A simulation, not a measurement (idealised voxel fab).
The process module that follows is named voxel trench capacitor.
The cross-section on display is named cut; it measures 285 nm wide, and its cells are 5 nm squares.
In what follows, cross-sections appear as grids of square cells, described through bands that run from the top down, where every band is one or more rows of cells.
Band: top height; bottom height; in nm. Then, left to right: material with width in nm, for each material. "everywhere": a single material spanning edge to edge. "empty": empty space.
Height reference: 0 = level under which incoming wafer is all one material. Lowest band: no bottom, runs on downward, e.g. "0 -> down".
So if you see something like "30..40" for the width, read it as the top row of the band sitting at the first number and the bottom row at the second, with every row in between moving by the same amount as the last.
Basically "no modifications" means that step didn't change any cell in the cross-section.
Closed-off voids of 8+ cells (no open route to the top) go in "Tabulated closed voids", written width x height at distance from the left edge, in nm.
On each step's line, the part that comes after the settings is the simulator's own comment on the step.
overlay nm: step with mask; distance mask lay right of planned place; negative value = left of planned place.

Planned step list for the process:
1,op RECEIVE | material Si
2,op CONFORMAL_DEP | material SiN | thk nm 10
3,op PATTERN | tone open | mask id TRENCH | material resist | width nm 25 | pitch nm 55 | thk nm 20 | overlay nm 0
4,op DIRECTIONAL_ETCH | etch materials SiN | depth nm 10
5,op DIRECTIONAL_ETCH | etch materials Si | depth nm 40
6,op STRIP | etch materials resist
7,op CONFORMAL_DEP | material HfO2 | thk nm 5
8,op CONFORMAL_DEP | material TiN | thk nm 5
9,op FILL_DEP | material W | thk nm 10
10,op CMP | height nm 10

First wafer, as planned:

Shown in cross-section is the wafer as received, that is, as it stands after step 1:
- 0 -> down  Si everywhere
- Tabulated closed voids: none

After step 2:
- 10 -> 0  SiN everywhere
- For the remainder of the cross-section, below 0, there is no change.

After step 3:
- 30 -> 10  resist 100 / empty 25 / resist 30 / empty 25 / resist 105
- For the remainder of the cross-section, below 10, there is no change.

After step 4:
- 30 -> 10  resist 100 / empty 25 / resist 30 / empty 25 / resist 105
- 10 -> 0  SiN 100 / empty 25 / SiN 30 / empty 25 / SiN 105
- For the remainder of the cross-section, below 0, there is no change.

After step 5:
- 30 -> 10  resist 100 / empty 25 / resist 30 / empty 25 / resist 105
- 10 -> 0  SiN 100 / empty 25 / SiN 30 / empty 25 / SiN 105
- 0 -> -40  Si 100 / empty 25 / Si 30 / empty 25 / Si 105
- For the remainder of the cross-section, below -40, there is no change.

After step 6:
- 10 -> 0  SiN 100 / empty 25 / SiN 30 / empty 25 / SiN 105
- For the remainder of the cross-section, below 0, there is no change.

After step 7:
- 15 -> 10  HfO2 105 / empty 15 / HfO2 40 / empty 15 / HfO2 110
- 10 -> 0  SiN 100 / HfO2 5 / empty 15 / HfO2 5 / SiN 30 / HfO2 5 / empty 15 / HfO2 5 / SiN 105
- 0 -> -35  Si 100 / HfO2 5 / empty 15 / HfO2 5 / Si 30 / HfO2 5 / empty 15 / HfO2 5 / Si 105
- -35 -> -40  Si 100 / HfO2 25 / Si 30 / HfO2 25 / Si 105
- For the remainder of the cross-section, below -40, there is no change.

After step 8:
- 20 -> 15  TiN 110 / empty 5 / TiN 50 / empty 5 / TiN 115
- 15 -> 10  HfO2 105 / TiN 5 / empty 5 / TiN 5 / HfO2 40 / TiN 5 / empty 5 / TiN 5 / HfO2 110
- 10 -> 0  SiN 100 / HfO2 5 / TiN 5 / empty 5 / TiN 5 / HfO2 5 / SiN 30 / HfO2 5 / TiN 5 / empty 5 / TiN 5 / HfO2 5 / SiN 105
- 0 -> -30  Si 100 / HfO2 5 / TiN 5 / empty 5 / TiN 5 / HfO2 5 / Si 30 / HfO2 5 / TiN 5 / empty 5 / TiN 5 / HfO2 5 / Si 105
- -30 -> -35  Si 100 / HfO2 5 / TiN 15 / HfO2 5 / Si 30 / HfO2 5 / TiN 15 / HfO2 5 / Si 105
- For the remainder of the cross-section, below -35, there is no change.

After step 9:
- 30 -> 20  W everywhere
- 20 -> 15  TiN 110 / W 5 / TiN 50 / W 5 / TiN 115
- 15 -> 10  HfO2 105 / TiN 5 / W 5 / TiN 5 / HfO2 40 / TiN 5 / W 5 / TiN 5 / HfO2 110
- 10 -> 0  SiN 100 / HfO2 5 / TiN 5 / W 5 / TiN 5 / HfO2 5 / SiN 30 / HfO2 5 / TiN 5 / W 5 / TiN 5 / HfO2 5 / SiN 105
- 0 -> -30  Si 100 / HfO2 5 / TiN 5 / W 5 / TiN 5 / HfO2 5 / Si 30 / HfO2 5 / TiN 5 / W 5 / TiN 5 / HfO2 5 / Si 105
- For the remainder of the cross-section, below -30, there is no change.

After step 10:
- 10 -> 0  SiN 100 / HfO2 5 / TiN 5 / W 5 / TiN 5 / HfO2 5 / SiN 30 / HfO2 5 / TiN 5 / W 5 / TiN 5 / HfO2 5 / SiN 105
- For the remainder of the cross-section, below 0, there is no change.

Okay, second wafer. Nothing different at the start, nothing different in the plan, just one mistake somewhere in the running. As far as step 2, counting that step, it's the first wafer all over again:

Cross-section: second wafer, time at which step 3 was scheduled to end:
- 30 -> 10  resist 100 / empty 30 / resist 25 / empty 30 / resist 100
- For the remainder of the cross-section, below 10, there is no change.

Cross-section: second wafer, time at which step 4 was scheduled to end:
- 30 -> 10  resist 100 / empty 30 / resist 25 / empty 30 / resist 100
- 10 -> 0  SiN 100 / empty 30 / SiN 25 / empty 30 / SiN 100
- For the remainder of the cross-section, below 0, there is no change.

Cross-section: second wafer, time at which step 5 was scheduled to end:
- 30 -> 10  resist 100 / empty 30 / resist 25 / empty 30 / resist 100
- 10 -> 0  SiN 100 / empty 30 / SiN 25 / empty 30 / SiN 100
- 0 -> -40  Si 100 / empty 30 / Si 25 / empty 30 / Si 100
- For the remainder of the cross-section, below -40, there is no change.

Cross-section: second wafer, time at which step 6 was scheduled to end:
- 10 -> 0  SiN 100 / empty 30 / SiN 25 / empty 30 / SiN 100
- For the remainder of the cross-section, below 0, there is no change.

Cross-section: second wafer, time at which step 7 was scheduled to end:
- 15 -> 10  HfO2 105 / empty 20 / HfO2 35 / empty 20 / HfO2 105
- 10 -> 0  SiN 100 / HfO2 5 / empty 20 / HfO2 5 / SiN 25 / HfO2 5 / empty 20 / HfO2 5 / SiN 100
- 0 -> -35  Si 100 / HfO2 5 / empty 20 / HfO2 5 / Si 25 / HfO2 5 / empty 20 / HfO2 5 / Si 100
- -35 -> -40  Si 100 / HfO2 30 / Si 25 / HfO2 30 / Si 100
- For the remainder of the cross-section, below -40, there is no change.

Cross-section: second wafer, time at which step 8 was scheduled to end:
- 20 -> 15  TiN 110 / empty 10 / TiN 45 / empty 10 / TiN 110
- 15 -> 10  HfO2 105 / TiN 5 / empty 10 / TiN 5 / HfO2 35 / TiN 5 / empty 10 / TiN 5 / HfO2 105
- 10 -> 0  SiN 100 / HfO2 5 / TiN 5 / empty 10 / TiN 5 / HfO2 5 / SiN 25 / HfO2 5 / TiN 5 / empty 10 / TiN 5 / HfO2 5 / SiN 100
- 0 -> -30  Si 100 / HfO2 5 / TiN 5 / empty 10 / TiN 5 / HfO2 5 / Si 25 / HfO2 5 / TiN 5 / empty 10 / TiN 5 / HfO2 5 / Si 100
- -30 -> -35  Si 100 / HfO2 5 / TiN 20 / HfO2 5 / Si 25 / HfO2 5 / TiN 20 / HfO2 5 / Si 100
- For the remainder of the cross-section, below -35, there is no change.

Cross-section: second wafer, time at which step 9 was scheduled to end:
- 30 -> 20  W everywhere
- 20 -> 15  TiN 110 / W 10 / TiN 45 / W 10 / TiN 110
- 15 -> 10  HfO2 105 / TiN 5 / W 10 / TiN 5 / HfO2 35 / TiN 5 / W 10 / TiN 5 / HfO2 105
- 10 -> 0  SiN 100 / HfO2 5 / TiN 5 / W 10 / TiN 5 / HfO2 5 / SiN 25 / HfO2 5 / TiN 5 / W 10 / TiN 5 / HfO2 5 / SiN 100
- 0 -> -30  Si 100 / HfO2 5 / TiN 5 / W 10 / TiN 5 / HfO2 5 / Si 25 / HfO2 5 / TiN 5 / W 10 / TiN 5 / HfO2 5 / Si 100
- For the remainder of the cross-section, below -30, there is no change.

Cross-section: second wafer, time at which step 10 was scheduled to end:
- 10 -> 0  SiN 100 / HfO2 5 / TiN 5 / W 10 / TiN 5 / HfO2 5 / SiN 25 / HfO2 5 / TiN 5 / W 10 / TiN 5 / HfO2 5 / SiN 100
- For the remainder of the cross-section, below 0, there is no change.
Nonconformance to the process plan: the process deviated at step 3: the operation and settings actually run there were op PATTERN | tone open | mask id TRENCH | material resist | width nm 30 | pitch nm 55 | thk nm 20 | overlay nm 0
Final cells, second wafer relative to first, materials higher or lower: +2 HfO2, -16 Si, -4 SiN, +2 TiN, +16 W
